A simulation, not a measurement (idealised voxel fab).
process module | voxel fin reveal
cross-section cut | 215 nm wide | cells 5 nm
A cross-section is a grid of square cells, given in bands from the top down. A band is one or more rows of cells.
Each band's line starts with the height of the band's top and of its bottom, in nm. Then come its materials from left to right, each with its width in nm. One material with "throughout" fills the band from edge to edge. "air" is empty space.
Height 0 is the level under which the wafer as received is all one material. The lowest band goes on downwards, as in "0 down".
A width such as "30 to 40" changes by the same amount from each row of cells to the next, from the band's top row to its bottom row.
"no change" after a step means that no cell of the cross-section changed.
closed voids: empty space of 8 cells or more with no open way to the top, each as width x height at its distance from the left edge, in nm
after a step's settings: what the simulator itself notes on the step
overlay nm, on a step with a mask: how far to the right of its planned place the mask lay; to the left if negative
plan
1 op RECEIVE | material Si
2 op CONFORMAL_DEP | material SiN | thk nm 10
3 op MASKED_ETCH | tone cover | mask id FINS | width nm 15 | pitch nm 45 | etch materials SiN | depth nm 10 | overlay nm 0
4 op MASKED_ETCH | tone cover | mask id FINS | width nm 15 | pitch nm 45 | etch materials Si | depth nm 30 | overlay nm 0
5 op OXIDIZE | depth nm 5
6 op FILL_DEP | material SiO2 | thk nm 15
7 op CMP | height nm 10
8 op SELECTIVE_ETCH | etch materials SiO2 | depth nm 20
9 op STRIP | etch materials SiN
varied across the wafers: width nm of step 4. The plan shows the first wafer's value. All wafers start alike
first wafer as received, after step 1
  0 down: Si throughout
  closed voids: none
each wafer at the end: cells of each material gained (+) or lost (-) since it was received, then its closed voids
width nm 15 | -287 Si | +205 SiO2 | closed voids: none
width nm 20 | -275 Si | +195 SiO2 | closed voids: none
width nm 25 | -263 Si | +185 SiO2 | closed voids: none
width nm 30 | -251 Si | +175 SiO2 | closed voids: none
